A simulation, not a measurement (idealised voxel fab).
Process module under the name voxel self aligned vias
For reference, the cross-section in this document is cut, with width 215 nm and square cells of 5 nm.
Cross-section format: a grid of square cells, given as bands from top to bottom; each band is one or more rows of cells. Each band's line starts with the height of the band's top and of its bottom, in nm. Then come its materials from left to right, each with its width in nm. One material with "everywhere" fills the band from edge to edge. "empty" is empty space. Counting heights begins at 0, where everything beneath is, in the wafer as received, one material. The lowest band has no bottom; it goes on downwards, as "0 nm and below" shows. It should be noted that a width expressed as "30->40" varies in equal increments from row to row of cells within the band, taking the value of the first number at the top row and that of the second number at the bottom row. Step marked "remains unaltered"? Then no cell in the cross-section changed in it. This entry, "Fully closed voids", enumerates those empty regions of no fewer than 8 cells that possess no open connection to the top. Each region is reported in the form width x height at distance, the distance being taken from the left edge, with all three quantities expressed in nm. after a step's settings: what the simulator itself notes on the step. overlay nm: mask offset rightward from planned place, masked step; negative means leftward offset.

Planned process steps
1: RECEIVE, material Si
2: CONFORMAL_DEP, material SiO2, thk nm 10
3: CONFORMAL_DEP, material SiCN, thk nm 5
4: DIRECTIONAL_DEP, material lowk, thk nm 20
5: DIRECTIONAL_DEP, material aC, thk nm 15
6: PATTERN, tone open, mask id LINES, material resist, width nm 30, pitch nm 75, thk nm 35, overlay nm 0
7: DIRECTIONAL_ETCH, etch materials aC, depth nm 15
8: STRIP, etch materials resist
9: DIRECTIONAL_ETCH, etch materials lowk, depth nm 20
10: STRIP, etch materials aC
11: CONFORMAL_DEP, material TiN, thk nm 5
12: FILL_DEP, material Ru, thk nm 10
13: CMP, height nm 35
14: SELECTIVE_ETCH, etch materials W Ru TiN, depth nm 5
15: FILL_DEP, material SiN, thk nm 5
16: CMP, height nm 35
17: DIRECTIONAL_DEP, material lowk, thk nm 15
18: DIRECTIONAL_DEP, material aC, thk nm 15
19: PATTERN, tone open, mask id VIAS, material resist, width nm 50, pitch nm 75, thk nm 30, overlay nm 0
20: DIRECTIONAL_ETCH, etch materials aC, depth nm 15
21: STRIP, etch materials resist
22: DIRECTIONAL_ETCH, etch materials lowk, depth nm 15
23: DIRECTIONAL_ETCH, etch materials SiN, depth nm 5
24: STRIP, etch materials aC
25: CONFORMAL_DEP, material TiN, thk nm 5
26: FILL_DEP, material Ru, thk nm 5
27: CMP, height nm 50
28: CONFORMAL_DEP, material SiCN, thk nm 5

This is the cross-section of the wafer as we received it, i.e. after step 1
0 nm and below  Si everywhere
Fully closed voids: none

Here's the wafer cut in cross-section after the module, started and planned just like above, except one thing was done wrong in the run
55 nm to 50 nm  SiCN everywhere
50 nm to 40 nm  45 lowk; 5 TiN; 40 Ru; 5 TiN; 25 lowk; 5 TiN; 40 Ru; 5 TiN; 45 lowk
40 nm to 35 nm  45 lowk; 50 TiN; 25 lowk; 50 TiN; 45 lowk
35 nm to 30 nm  45 SiN; 10 TiN; 30 lowk; 10 TiN; 25 SiN; 10 TiN; 30 lowk; 10 TiN; 45 SiN
30 nm to 20 nm  50 Ru; 5 TiN; 30 lowk; 5 TiN; 35 Ru; 5 TiN; 30 lowk; 5 TiN; 50 Ru
20 nm to 15 nm  55 TiN; 30 lowk; 45 TiN; 30 lowk; 55 TiN
15 nm to 10 nm  SiCN everywhere
10 nm to 0 nm  SiO2 everywhere
0 nm and below  Si everywhere
Fully closed voids: none
Where did the run depart from the plan? not per plan at step 6, really ran PATTERN, tone cover, mask id LINES, material resist, width nm 30, pitch nm 75, thk nm 35, overlay nm 0
